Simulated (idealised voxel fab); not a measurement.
process module | voxel gate over fins
cross-section cut | 240 nm wide | cells 5 nm
A cross-section is a grid of square cells, given in bands from the top down. A band is one or more rows of cells.
Each band's line starts with the height of the band's top and of its bottom, in nm. Then come its materials from left to right, each with its width in nm. One material with "throughout" fills the band from edge to edge. "air" is empty space.
Height 0 is the level under which the wafer as received is all one material. The lowest band goes on downwards, as in "0 down".
A width such as "30 to 40" changes by the same amount from each row of cells to the next, from the band's top row to its bottom row.
"no change" after a step means that no cell of the cross-section changed.
closed voids: empty space of 8 cells or more with no open way to the top, each as width x height at its distance from the left edge, in nm
after a step's settings: what the simulator itself notes on the step
overlay nm, on a step with a mask: how far to the right of its planned place the mask lay; to the left if negative
plan
1 op RECEIVE | material Si
2 op CONFORMAL_DEP | material SiN | thk nm 5
3 op PATTERN | tone cover | mask id FINS | material resist | width nm 15 | pitch nm 40 | thk nm 15 | overlay nm 0
4 op DIRECTIONAL_ETCH | etch materials SiN | depth nm 5
5 op DIRECTIONAL_ETCH | etch materials Si | depth nm 30
6 op STRIP | etch materials resist
7 op OXIDIZE | depth nm 5
8 op FILL_DEP | material SiO2 | thk nm 15
9 op CMP | height nm 5
10 op SELECTIVE_ETCH | etch materials SiO2 | depth nm 15
11 op STRIP | etch materials SiN
12 op CONFORMAL_DEP | material HfO2 | thk nm 5
13 op CONFORMAL_DEP | material TiN | thk nm 5
14 op FILL_DEP | material W | thk nm 10
15 op CMP | height nm 15
16 op CONFORMAL_DEP | material SiN | thk nm 5
first wafer, as planned
as received, after step 1
  0 down: Si throughout
  closed voids: none
after step 2
  5 to 0: SiN throughout
  below 0: unchanged
after step 3
  20 to 5: air 50 | resist 15 | air 25 | resist 15 | air 25 | resist 15 | air 25 | resist 15 | air 55
  below 5: unchanged
after step 4
  20 to 5: air 50 | resist 15 | air 25 | resist 15 | air 25 | resist 15 | air 25 | resist 15 | air 55
  5 to 0: air 50 | SiN 15 | air 25 | SiN 15 | air 25 | SiN 15 | air 25 | SiN 15 | air 55
  below 0: unchanged
after step 5
  20 to 5: air 50 | resist 15 | air 25 | resist 15 | air 25 | resist 15 | air 25 | resist 15 | air 55
  5 to 0: air 50 | SiN 15 | air 25 | SiN 15 | air 25 | SiN 15 | air 25 | SiN 15 | air 55
  0 to -30: air 50 | Si 15 | air 25 | Si 15 | air 25 | Si 15 | air 25 | Si 15 | air 55
  below -30: unchanged
after step 6
  5 to 0: air 50 | SiN 15 | air 25 | SiN 15 | air 25 | SiN 15 | air 25 | SiN 15 | air 55
  below 0: unchanged
after step 7
  5 to 0: air 50 | SiN 15 | air 25 | SiN 15 | air 25 | SiN 15 | air 25 | SiN 15 | air 55
  0 to -30: air 50 | SiO2 5 | Si 5 | SiO2 5 | air 25 | SiO2 5 | Si 5 | SiO2 5 | air 25 | SiO2 5 | Si 5 | SiO2 5 | air 25 | SiO2 5 | Si 5 | SiO2 5 | air 55
  -30 to -35: SiO2 55 | Si 5 | SiO2 35 | Si 5 | SiO2 35 | Si 5 | SiO2 35 | Si 5 | SiO2 60
  below -35: unchanged
after step 8
  20 to 5: SiO2 throughout
  5 to 0: SiO2 50 | SiN 15 | SiO2 25 | SiN 15 | SiO2 25 | SiN 15 | SiO2 25 | SiN 15 | SiO2 55
  0 to -35: SiO2 55 | Si 5 | SiO2 35 | Si 5 | SiO2 35 | Si 5 | SiO2 35 | Si 5 | SiO2 60
  below -35: unchanged
after step 9
  5 to 0: SiO2 50 | SiN 15 | SiO2 25 | SiN 15 | SiO2 25 | SiN 15 | SiO2 25 | SiN 15 | SiO2 55
  below 0: unchanged
after step 10
  5 to 0: air 50 | SiN 15 | air 25 | SiN 15 | air 25 | SiN 15 | air 25 | SiN 15 | air 55
  0 to -10: air 55 | Si 5 | air 35 | Si 5 | air 35 | Si 5 | air 35 | Si 5 | air 60
  below -10: unchanged
after step 11
  0 to -10: air 55 | Si 5 | air 35 | Si 5 | air 35 | Si 5 | air 35 | Si 5 | air 60
  below -10: unchanged
after step 12
  5 to 0: air 50 | HfO2 15 | air 25 | HfO2 15 | air 25 | HfO2 15 | air 25 | HfO2 15 | air 55
  0 to -5: air 50 | HfO2 5 | Si 5 | HfO2 5 | air 25 | HfO2 5 | Si 5 | HfO2 5 | air 25 | HfO2 5 | Si 5 | HfO2 5 | air 25 | HfO2 5 | Si 5 | HfO2 5 | air 55
  -5 to -10: HfO2 55 | Si 5 | HfO2 35 | Si 5 | HfO2 35 | Si 5 | HfO2 35 | Si 5 | HfO2 60
  below -10: unchanged
after step 13
  10 to 5: air 45 | TiN 25 | air 15 | TiN 25 | air 15 | TiN 25 | air 15 | TiN 25 | air 50
  5 to 0: air 45 | TiN 5 | HfO2 15 | TiN 5 | air 15 | TiN 5 | HfO2 15 | TiN 5 | air 15 | TiN 5 | HfO2 15 | TiN 5 | air 15 | TiN 5 | HfO2 15 | TiN 5 | air 50
  0 to -5: TiN 50 | HfO2 5 | Si 5 | HfO2 5 | TiN 25 | HfO2 5 | Si 5 | HfO2 5 | TiN 25 | HfO2 5 | Si 5 | HfO2 5 | TiN 25 | HfO2 5 | Si 5 | HfO2 5 | TiN 55
  below -5: unchanged
after step 14
  20 to 10: W throughout
  10 to 5: W 45 | TiN 25 | W 15 | TiN 25 | W 15 | TiN 25 | W 15 | TiN 25 | W 50
  5 to 0: W 45 | TiN 5 | HfO2 15 | TiN 5 | W 15 | TiN 5 | HfO2 15 | TiN 5 | W 15 | TiN 5 | HfO2 15 | TiN 5 | W 15 | TiN 5 | HfO2 15 | TiN 5 | W 50
  below 0: unchanged
after step 15
  15 to 10: W throughout
  below 10: unchanged
after step 16
  20 to 15: SiN throughout
  below 15: unchanged
second wafer: like start, like plan, one mistake. Through step 2 it matches the first wafer
when step 3 should have ended
  20 to 5: air 50 | resist 20 | air 20 | resist 20 | air 20 | resist 20 | air 20 | resist 20 | air 50
  below 5: unchanged
when step 4 should have ended
  20 to 5: air 50 | resist 20 | air 20 | resist 20 | air 20 | resist 20 | air 20 | resist 20 | air 50
  5 to 0: air 50 | SiN 20 | air 20 | SiN 20 | air 20 | SiN 20 | air 20 | SiN 20 | air 50
  below 0: unchanged
when step 5 should have ended
  20 to 5: air 50 | resist 20 | air 20 | resist 20 | air 20 | resist 20 | air 20 | resist 20 | air 50
  5 to 0: air 50 | SiN 20 | air 20 | SiN 20 | air 20 | SiN 20 | air 20 | SiN 20 | air 50
  0 to -30: air 50 | Si 20 | air 20 | Si 20 | air 20 | Si 20 | air 20 | Si 20 | air 50
  below -30: unchanged
when step 6 should have ended
  5 to 0: air 50 | SiN 20 | air 20 | SiN 20 | air 20 | SiN 20 | air 20 | SiN 20 | air 50
  below 0: unchanged
when step 7 should have ended
  5 to 0: air 50 | SiN 20 | air 20 | SiN 20 | air 20 | SiN 20 | air 20 | SiN 20 | air 50
  0 to -30: air 50 | SiO2 5 | Si 10 | SiO2 5 | air 20 | SiO2 5 | Si 10 | SiO2 5 | air 20 | SiO2 5 | Si 10 | SiO2 5 | air 20 | SiO2 5 | Si 10 | SiO2 5 | air 50
  -30 to -35: SiO2 55 | Si 10 | SiO2 30 | Si 10 | SiO2 30 | Si 10 | SiO2 30 | Si 10 | SiO2 55
  below -35: unchanged
when step 8 should have ended
  20 to 5: SiO2 throughout
  5 to 0: SiO2 50 | SiN 20 | SiO2 20 | SiN 20 | SiO2 20 | SiN 20 | SiO2 20 | SiN 20 | SiO2 50
  0 to -35: SiO2 55 | Si 10 | SiO2 30 | Si 10 | SiO2 30 | Si 10 | SiO2 30 | Si 10 | SiO2 55
  below -35: unchanged
when step 9 should have ended
  5 to 0: SiO2 50 | SiN 20 | SiO2 20 | SiN 20 | SiO2 20 | SiN 20 | SiO2 20 | SiN 20 | SiO2 50
  below 0: unchanged
when step 10 should have ended
  5 to 0: air 50 | SiN 20 | air 20 | SiN 20 | air 20 | SiN 20 | air 20 | SiN 20 | air 50
  0 to -10: air 55 | Si 10 | air 30 | Si 10 | air 30 | Si 10 | air 30 | Si 10 | air 55
  below -10: unchanged
when step 11 should have ended
  0 to -10: air 55 | Si 10 | air 30 | Si 10 | air 30 | Si 10 | air 30 | Si 10 | air 55
  below -10: unchanged
when step 12 should have ended
  5 to 0: air 50 | HfO2 20 | air 20 | HfO2 20 | air 20 | HfO2 20 | air 20 | HfO2 20 | air 50
  0 to -5: air 50 | HfO2 5 | Si 10 | HfO2 5 | air 20 | HfO2 5 | Si 10 | HfO2 5 | air 20 | HfO2 5 | Si 10 | HfO2 5 | air 20 | HfO2 5 | Si 10 | HfO2 5 | air 50
  -5 to -10: HfO2 55 | Si 10 | HfO2 30 | Si 10 | HfO2 30 | Si 10 | HfO2 30 | Si 10 | HfO2 55
  below -10: unchanged
when step 13 should have ended
  10 to 5: air 45 | TiN 30 | air 10 | TiN 30 | air 10 | TiN 30 | air 10 | TiN 30 | air 45
  5 to 0: air 45 | TiN 5 | HfO2 20 | TiN 5 | air 10 | TiN 5 | HfO2 20 | TiN 5 | air 10 | TiN 5 | HfO2 20 | TiN 5 | air 10 | TiN 5 | HfO2 20 | TiN 5 | air 45
  0 to -5: TiN 50 | HfO2 5 | Si 10 | HfO2 5 | TiN 20 | HfO2 5 | Si 10 | HfO2 5 | TiN 20 | HfO2 5 | Si 10 | HfO2 5 | TiN 20 | HfO2 5 | Si 10 | HfO2 5 | TiN 50
  below -5: unchanged
when step 14 should have ended
  20 to 10: W throughout
  10 to 5: W 45 | TiN 30 | W 10 | TiN 30 | W 10 | TiN 30 | W 10 | TiN 30 | W 45
  5 to 0: W 45 | TiN 5 | HfO2 20 | TiN 5 | W 10 | TiN 5 | HfO2 20 | TiN 5 | W 10 | TiN 5 | HfO2 20 | TiN 5 | W 10 | TiN 5 | HfO2 20 | TiN 5 | W 45
  below 0: unchanged
when step 15 should have ended
  15 to 10: W throughout
  below 10: unchanged
when step 16 should have ended
  20 to 15: SiN throughout
  below 15: unchanged
what went wrong: step 3 ran as: op PATTERN | tone cover | mask id FINS | material resist | width nm 20 | pitch nm 40 | thk nm 15 | overlay nm 0
at the end the second wafer has, in cells: 28 more of Si | 20 fewer of SiO2 | 8 fewer of W
